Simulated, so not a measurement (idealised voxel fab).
A process module follows: voxel capacitor over wiring.
Cross-section cut spans 275 nm and uses square cells 5 nm in size.
Cross-section, as written here: a square-cell grid given band by band from the top down, where a band holds one or more rows of cells. First you get the band's top height and its bottom height, in nm, and then the materials it's made of, left to right, with each width in nm. If you see a single material with "everywhere", that one covers the band edge to edge. "empty" is empty space. Below 0: as-received wafer, all one material; heights counted from there. Lowest band: no bottom, goes on down, written "top 0, no bottom". Width: "30 to 40" (first number = top row, second number = bottom row, same change from row to row of cells). The designation "remained the same", where it is given for a processing step, indicates that no cell of the cross-section was altered in the course of that step. "Enclosed empty spaces": empty spaces of 8 cells or more with no open way to the top, each given as width x height at distance, distance from the left edge, all in nm. Note: text after step settings on the step line = simulator remark on that step. If you see "overlay nm" on a step's line and that step has a mask, it's telling you how far right of where it was planned the mask ended up; a negative number means it went left instead.
-- Planned step list for the process
step 1: op RECEIVE | material Si
step 2: op CONFORMAL_DEP | material SiO2 | thk nm 10
step 3: op DIRECTIONAL_DEP | material TiN | thk nm 5
step 4: op DIRECTIONAL_DEP | material Ru | thk nm 20
step 5: op PATTERN | tone cover | mask id METAL_1 | material resist | width nm 20 | pitch nm 75 | thk nm 20 | overlay nm 0
step 6: op DIRECTIONAL_ETCH | etch materials Ru | depth nm 20
step 7: op DIRECTIONAL_ETCH | etch materials TiN | depth nm 5
step 8: op STRIP | etch materials resist
step 9: op CONFORMAL_DEP | material SiN | thk nm 5
step 10: op FILL_DEP | material SiO2 | thk nm 5
step 11: op CMP | height nm 35
step 12: op CONFORMAL_DEP | material SiCN | thk nm 5
step 13: op DIRECTIONAL_DEP | material SiO2 | thk nm 15
step 14: op DIRECTIONAL_DEP | material aC | thk nm 15
step 15: op PATTERN | tone open | mask id PLUG_1 | material resist | width nm 15 | thk nm 30 | overlay nm 0
step 16: op DIRECTIONAL_ETCH | etch materials aC | depth nm 15
step 17: op STRIP | etch materials resist
step 18: op DIRECTIONAL_ETCH | etch materials SiO2 | depth nm 15
step 19: op DIRECTIONAL_ETCH | etch materials SiCN | depth nm 5
step 20: op STRIP | etch materials aC
step 21: op CONFORMAL_DEP | material TiN | thk nm 5
step 22: op FILL_DEP | material Ru | thk nm 5
step 23: op CMP | height nm 55
step 24: op DIRECTIONAL_DEP | material TiN | thk nm 5
step 25: op DIRECTIONAL_DEP | material Al2O3 | thk nm 5
step 26: op DIRECTIONAL_DEP | material TiN | thk nm 5
step 27: op MASKED_ETCH | tone cover | mask id UPPER_PLATE | width nm 60 | etch materials TiN | depth nm 5 | overlay nm 0
step 28: op MASKED_ETCH | tone cover | mask id UPPER_PLATE | width nm 60 | etch materials Al2O3 | depth nm 5 | overlay nm 0
step 29: op PATTERN | tone cover | mask id LOWER_PLATE | material resist | width nm 70 | thk nm 15 | overlay nm 0
step 30: op DIRECTIONAL_ETCH | etch materials TiN | depth nm 5
step 31: op STRIP | etch materials resist
step 32: op FILL_DEP | material SiO2 | thk nm 15
step 33: op CMP | height nm 80
step 34: op PATTERN | tone open | mask id PLUG_2 | material resist | width nm 15 | thk nm 20 | overlay nm 0
step 35: op DIRECTIONAL_ETCH | etch materials SiO2 | depth nm 10
step 36: op STRIP | etch materials resist
step 37: op CONFORMAL_DEP | material TiN | thk nm 5
step 38: op FILL_DEP | material Ru | thk nm 5
step 39: op CMP | height nm 80
step 40: op CONFORMAL_DEP | material SiCN | thk nm 5
-- Here's what the wafer looked like in cross-section when it arrived - that's after step 1
  top 0, no bottom  Si everywhere
  Enclosed empty spaces: none
-- As-planned run: cross-section of the first of two wafers at end of module
  top 85, bottom 80  SiCN everywhere
  top 80, bottom 75  SiO2 105, TiN 5, Ru 5, TiN 5, SiO2 155
  top 75, bottom 65  SiO2 105 to 95, TiN 15 to 60, SiO2 155 to 120
  top 65, bottom 60  SiO2 95, Al2O3 60, SiO2 120
  top 60, bottom 55  SiO2 90, TiN 70, SiO2 115
  top 55, bottom 40  SiO2 95, TiN 5, Ru 5, TiN 5, SiO2 165
  top 40, bottom 35  SiCN 95, TiN 15, SiCN 165
  top 35, bottom 15  SiO2 85, SiN 5, Ru 20, SiN 5, SiO2 45, SiN 5, Ru 20, SiN 5, SiO2 85
  top 15, bottom 10  SiN 90, TiN 20, SiN 55, TiN 20, SiN 90
  top 10, bottom 0  SiO2 everywhere
  top 0, no bottom  Si everywhere
  Enclosed empty spaces: none
-- Same start, same plan as the first wafer - but one mistake in the run. Cross-section of the second of the two at the end of the module
  top 85, bottom 80  SiCN everywhere
  top 80, bottom 75  SiO2 105, TiN 5, Ru 5, TiN 5, SiO2 155
  top 75, bottom 65  SiO2 105 to 95, TiN 15 to 60, SiO2 155 to 120
  top 65, bottom 60  SiO2 90, Al2O3 70, SiO2 115
  top 60, bottom 55  SiO2 90, TiN 70, SiO2 115
  top 55, bottom 40  SiO2 95, TiN 5, Ru 5, TiN 5, SiO2 165
  top 40, bottom 35  SiCN 95, TiN 15, SiCN 165
  top 35, bottom 15  SiO2 85, SiN 5, Ru 20, SiN 5, SiO2 45, SiN 5, Ru 20, SiN 5, SiO2 85
  top 15, bottom 10  SiN 90, TiN 20, SiN 55, TiN 20, SiN 90
  top 10, bottom 0  SiO2 everywhere
  top 0, no bottom  Si everywhere
  Enclosed empty spaces: none
Processing error: planned and actual differ for step 28; actual: op MASKED_ETCH | tone cover | mask id UPPER_PLATE | width nm 70 | etch materials Al2O3 | depth nm 5 | overlay nm 0
Materials where the second wafer ends with more or fewer cells than the first: +2 Al2O3 | -2 SiO2
